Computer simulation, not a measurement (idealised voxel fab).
The process module that follows is named voxel ribs on slabs.
We display cut, a cross-section 240 nm in width whose square cells are each 5 nm.
A cross-section in this document is a grid of square cells, and it is written down as bands, the top band listed before the ones below it; a band is made up of one or more rows of cells. Band: top and bottom heights (nm) first, top before bottom; then materials from left to right, widths in nm. "full width" marks a sole material filling the band edge to edge. "air" denotes empty space. Heads up on the height convention: 0 is the point under which the incoming wafer is all one material, and the lowest band has no bottom, it just keeps going down, like "0..down". When a width is written as two numbers, as in "30 to 40", the first number is the width in the top row of cells of the band and the second is the width in its bottom row, and the width changes by the same amount from each row to the next. Step note "no modifications" = no cross-section cell changed. If an empty space has no open way to the top and is at least 8 cells in size, "Voids, sealed" lists it, written width x height at distance, where distance is measured from the left edge and every value is in nm. Whatever follows a step's settings on its line is a remark the simulator itself makes about that step. "overlay nm" denotes, for a step that has a mask, the displacement of the mask to the right of its planned place, with negative values corresponding to the left.
-- Steps planned for the process
1. RECEIVE with material Si
2. DIRECTIONAL_DEP with material SiO2, thk nm 30
3. DIRECTIONAL_DEP with material SiN, thk nm 20
4. PATTERN with tone cover, mask id RIB, material resist, width nm 20, thk nm 15, overlay nm 0
5. DIRECTIONAL_ETCH with etch materials SiN, depth nm 10
6. STRIP with etch materials resist
7. PATTERN with tone cover, mask id SLAB, material resist, width nm 70, thk nm 15, overlay nm 0
8. DIRECTIONAL_ETCH with etch materials SiN, depth nm 10
9. STRIP with etch materials resist
10. FILL_DEP with material SiO2, thk nm 30
11. CMP with height nm 70
12. DIRECTIONAL_DEP with material W, thk nm 10
13. MASKED_ETCH with tone cover, mask id HEATER, width nm 30, etch materials W, depth nm 10, overlay nm 0
14. CONFORMAL_DEP with material SiO2, thk nm 10
-- Shown in cross-section is the wafer as received, that is, as it stands after step 1
	0..down | Si full width
	Voids, sealed: none
-- Module complete - cross-section of the first of two wafers, run according to plan
	90..80 | 95 of air  50 of SiO2  95 of air
	80..70 | 105 of SiO2  30 of W  105 of SiO2
	70..50 | SiO2 full width
	50..40 | 110 of SiO2  20 of SiN  110 of SiO2
	40..30 | 85 of SiO2  70 of SiN  85 of SiO2
	30..0 | SiO2 full width
	0..down | Si full width
	Voids, sealed: none
-- Cross-section at end of module for the second wafer of two, which matched the first in starting point and plan and differed by one mistake in its processing
	90..80 | 95 of air  50 of SiO2  95 of air
	80..70 | 105 of SiO2  30 of W  105 of SiO2
	70..50 | SiO2 full width
	50..40 | 110 of SiO2  20 of SiN  110 of SiO2
	40..30 | 75 of SiO2  70 of SiN  95 of SiO2
	30..0 | SiO2 full width
	0..down | Si full width
	Voids, sealed: none
Deviation from plan: step 7 ran with different settings than intended, the actual operation and settings being PATTERN with tone cover, mask id SLAB, material resist, width nm 70, thk nm 15, overlay nm -10
At the end, each material covers as many cells on the second wafer as it does on the first, though the cells it covers are elsewhere.
